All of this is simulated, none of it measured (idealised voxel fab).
Process module under the name voxel spacer lines
This is section cut - it's 180 nm across, gridded in 5 nm square cells.
A cross-section in this document is a grid of square cells, and it is written down as bands, the top band listed before the ones below it; a band is made up of one or more rows of cells. Band entry format. Leading values: height of top, height of bottom, nm. Remainder: materials in left-to-right order, each with its width in nm. Special words: "edge to edge" on a single material, which then fills the band edge to edge; "blank", empty space. Height is counted from the level 0, under which the received wafer is composed throughout of one material. The lowest of the bands is not closed at the bottom but continues downward, in the notation "0 and below". It should be noted that a width expressed as "30->40" varies in equal increments from row to row of cells within the band, taking the value of the first number at the top row and that of the second number at the bottom row. No cell of the cross-section changed in a step that is given as "nothing got changed". "Closed void inventory" - sealed voids, min. 8 cells, no opening to top; format: width x height at distance (distance from left edge; nm throughout). The remark found on a step's line after its settings is issued by the simulator itself and pertains to that step. The line of a step may include "overlay nm". On a step with a mask, this value is how far to the right of its planned place the mask lay. A negative value means the mask lay to the left.

### Steps planned for the process
1 RECEIVE,material Si
2 CONFORMAL_DEP,material Al2O3,thk nm 5
3 DIRECTIONAL_DEP,material TiN,thk nm 15
4 DIRECTIONAL_DEP,material polySi,thk nm 25
5 PATTERN,tone cover,mask id MANDREL,material resist,width nm 25,pitch nm 80,thk nm 30,overlay nm 0
6 DIRECTIONAL_ETCH,etch materials polySi,depth nm 25
7 STRIP,etch materials resist
8 CONFORMAL_DEP,material SiO2,thk nm 15
9 DIRECTIONAL_ETCH,etch materials SiO2,depth nm 15
10 STRIP,etch materials polySi
11 DIRECTIONAL_ETCH,etch materials TiN,depth nm 15
12 STRIP,etch materials SiO2

### The first of the two wafers, which ran as planned

### As-received state of the wafer in cross-section, equivalent to post-step 1
    0 and below: Si edge to edge
    Closed void inventory: none

### Cross-section: wafer state after step 2
    5 down to 0: Al2O3 edge to edge
    Below 0, no change.

### Cross-section: wafer state after step 3
    20 down to 5: TiN edge to edge
    Below 5, no change.

### Cross-section: wafer state after step 4
    45 down to 20: polySi edge to edge
    Below 20, no change.

### Cross-section: wafer state after step 5
    75 down to 45: 35 of blank, 25 of resist, 55 of blank, 25 of resist, 40 of blank
    Below 45, no change.

### Cross-section: wafer state after step 6
    75 down to 45: 35 of blank, 25 of resist, 55 of blank, 25 of resist, 40 of blank
    45 down to 20: 35 of blank, 25 of polySi, 55 of blank, 25 of polySi, 40 of blank
    Below 20, no change.

### Cross-section: wafer state after step 7
    45 down to 20: 35 of blank, 25 of polySi, 55 of blank, 25 of polySi, 40 of blank
    Below 20, no change.

### Cross-section: wafer state after step 8
    60 down to 45: 20 of blank, 55 of SiO2, 25 of blank, 55 of SiO2, 25 of blank
    45 down to 35: 20 of blank, 15 of SiO2, 25 of polySi, 15 of SiO2, 25 of blank, 15 of SiO2, 25 of polySi, 15 of SiO2, 25 of blank
    35 down to 20: 35 of SiO2, 25 of polySi, 55 of SiO2, 25 of polySi, 40 of SiO2
    Below 20, no change.

### Cross-section: wafer state after step 9
    45 down to 20: 20 of blank, 15 of SiO2, 25 of polySi, 15 of SiO2, 25 of blank, 15 of SiO2, 25 of polySi, 15 of SiO2, 25 of blank
    Below 20, no change.

### Cross-section: wafer state after step 10
    45 down to 20: 20 of blank, 15 of SiO2, 25 of blank, 15 of SiO2, 25 of blank, 15 of SiO2, 25 of blank, 15 of SiO2, 25 of blank
    Below 20, no change.

### Cross-section: wafer state after step 11
    45 down to 20: 20 of blank, 15 of SiO2, 25 of blank, 15 of SiO2, 25 of blank, 15 of SiO2, 25 of blank, 15 of SiO2, 25 of blank
    20 down to 5: 20 of blank, 15 of TiN, 25 of blank, 15 of TiN, 25 of blank, 15 of TiN, 25 of blank, 15 of TiN, 25 of blank
    Below 5, no change.

### Cross-section: wafer state after step 12
    20 down to 5: 20 of blank, 15 of TiN, 25 of blank, 15 of TiN, 25 of blank, 15 of TiN, 25 of blank, 15 of TiN, 25 of blank
    Below 5, no change.

### Second wafer, same starting state and plan as the first, one mistake in the run, identical through step 4

### At the planned end of step 5, the second wafer in cross-section
    75 down to 45: 35 of blank, 30 of resist, 50 of blank, 30 of resist, 35 of blank
    Below 45, no change.

### At the planned end of step 6, the second wafer in cross-section
    75 down to 45: 35 of blank, 30 of resist, 50 of blank, 30 of resist, 35 of blank
    45 down to 20: 35 of blank, 30 of polySi, 50 of blank, 30 of polySi, 35 of blank
    Below 20, no change.

### At the planned end of step 7, the second wafer in cross-section
    45 down to 20: 35 of blank, 30 of polySi, 50 of blank, 30 of polySi, 35 of blank
    Below 20, no change.

### At the planned end of step 8, the second wafer in cross-section
    60 down to 45: 20 of blank, 60 of SiO2, 20 of blank, 60 of SiO2, 20 of blank
    45 down to 35: 20 of blank, 15 of SiO2, 30 of polySi, 15 of SiO2, 20 of blank, 15 of SiO2, 30 of polySi, 15 of SiO2, 20 of blank
    35 down to 20: 35 of SiO2, 30 of polySi, 50 of SiO2, 30 of polySi, 35 of SiO2
    Below 20, no change.

### At the planned end of step 9, the second wafer in cross-section
    45 down to 20: 20 of blank, 15 of SiO2, 30 of polySi, 15 of SiO2, 20 of blank, 15 of SiO2, 30 of polySi, 15 of SiO2, 20 of blank
    Below 20, no change.

### At the planned end of step 10, the second wafer in cross-section
    45 down to 20: 20 of blank, 15 of SiO2, 30 of blank, 15 of SiO2, 20 of blank, 15 of SiO2, 30 of blank, 15 of SiO2, 20 of blank
    Below 20, no change.

### At the planned end of step 11, the second wafer in cross-section
    45 down to 20: 20 of blank, 15 of SiO2, 30 of blank, 15 of SiO2, 20 of blank, 15 of SiO2, 30 of blank, 15 of SiO2, 20 of blank
    20 down to 5: 20 of blank, 15 of TiN, 30 of blank, 15 of TiN, 20 of blank, 15 of TiN, 30 of blank, 15 of TiN, 20 of blank
    Below 5, no change.

### At the planned end of step 12, the second wafer in cross-section
    20 down to 5: 20 of blank, 15 of TiN, 30 of blank, 15 of TiN, 20 of blank, 15 of TiN, 30 of blank, 15 of TiN, 20 of blank
    Below 5, no change.
Here's what went sideways: contrary to plan, step 5 was performed as PATTERN,tone cover,mask id MANDREL,material resist,width nm 30,pitch nm 80,thk nm 30,overlay nm 0
Upon completion, the cell count for each material on the second wafer equals that on the first, whereas the spatial distribution of those cells differs.
